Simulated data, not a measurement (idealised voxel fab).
The name of this process module is voxel fin reveal.
Cross-section cut spans 235 nm and uses square cells 5 nm in size.
Cross-section layout: square cells on a grid; listed as bands, top to bottom; a band spans one or more cell rows. Basically the band line says how high the top is and how high the bottom is, in nm, and then what's in it from left to right, every material with its width in nm. Empty space shows up as "empty", and if a single material carries "all across" it runs the full band edge to edge. Basically, 0 is our baseline, since under it the wafer straight out of the box is all one material. The bottom band has no lower end and keeps on going down, so it looks like "0..down". Note: "30 to 40" means the width goes from the first number (top row of the band) to the second number (bottom row) in equal steps per row of cells. Where the words "remained unchanged" appear for a step, the cross-section shows no cell changed by that step; every cell remained as before. Closed-off voids of 8+ cells (no open route to the top) go in "Closed internal voids", written width x height at distance from the left edge, in nm. Post-settings text on a step line: simulator's own remark regarding the step. "overlay nm" answers the question of how far to the right of plan the mask lay on a step that has a mask, and when it is negative the answer is to the left.
-- Planned process steps
step 1: RECEIVE (material Si)
step 2: CONFORMAL_DEP (material SiN; thk nm 5)
step 3: PATTERN (tone cover; mask id FINS; material resist; width nm 15; pitch nm 40; thk nm 20; overlay nm 0)
step 4: DIRECTIONAL_ETCH (etch materials SiN; depth nm 5)
step 5: DIRECTIONAL_ETCH (etch materials Si; depth nm 35)
step 6: STRIP (etch materials resist)
step 7: OXIDIZE (depth nm 5)
step 8: FILL_DEP (material SiO2; thk nm 5)
step 9: CMP (height nm 5)
step 10: SELECTIVE_ETCH (etch materials SiO2; depth nm 15)
step 11: STRIP (etch materials SiN)
step 12: CONFORMAL_DEP (material SiO2; thk nm 5)
-- Cross-section, incoming material, after step 1
* 0..down  Si all across
* Closed internal voids: none
-- First of two wafers: cross-section at end of module, run per plan
* 5..0  empty 50 nm, then SiO2 15 nm, then empty 25 nm, then SiO2 15 nm, then empty 25 nm, then SiO2 15 nm, then empty 25 nm, then SiO2 15 nm, then empty 50 nm
* 0..-5  empty 50 nm, then SiO2 5 nm, then Si 5 nm, then SiO2 5 nm, then empty 25 nm, then SiO2 5 nm, then Si 5 nm, then SiO2 5 nm, then empty 25 nm, then SiO2 5 nm, then Si 5 nm, then SiO2 5 nm, then empty 25 nm, then SiO2 5 nm, then Si 5 nm, then SiO2 5 nm, then empty 50 nm
* -5..-40  SiO2 55 nm, then Si 5 nm, then SiO2 35 nm, then Si 5 nm, then SiO2 35 nm, then Si 5 nm, then SiO2 35 nm, then Si 5 nm, then SiO2 55 nm
* -40..down  Si all across
* Closed internal voids: none
-- Wafer two (of two), end-of-module cross-section: start = wafer one, plan = wafer one, one run mistake
* 5..0  SiO2 50 nm, then empty 15 nm, then SiO2 25 nm, then empty 15 nm, then SiO2 25 nm, then empty 15 nm, then SiO2 25 nm, then empty 15 nm, then SiO2 50 nm
* 0..-5  Si 45 nm, then SiO2 5 nm, then empty 15 nm, then SiO2 5 nm, then Si 15 nm, then SiO2 5 nm, then empty 15 nm, then SiO2 5 nm, then Si 15 nm, then SiO2 5 nm, then empty 15 nm, then SiO2 5 nm, then Si 15 nm, then SiO2 5 nm, then empty 15 nm, then SiO2 5 nm, then Si 45 nm
* -5..-40  Si 45 nm, then SiO2 25 nm, then Si 15 nm, then SiO2 25 nm, then Si 15 nm, then SiO2 25 nm, then Si 15 nm, then SiO2 25 nm, then Si 45 nm
* -40..down  Si all across
* Closed internal voids: none
Plan not followed: heads up, step 3 didn't go per plan, it actually ran as PATTERN (tone open; mask id FINS; material resist; width nm 15; pitch nm 40; thk nm 20; overlay nm 0)
Heads up, by the end the second wafer has more or fewer cells of some materials compared to the first: Si: 184 more | SiO2: 138 fewer
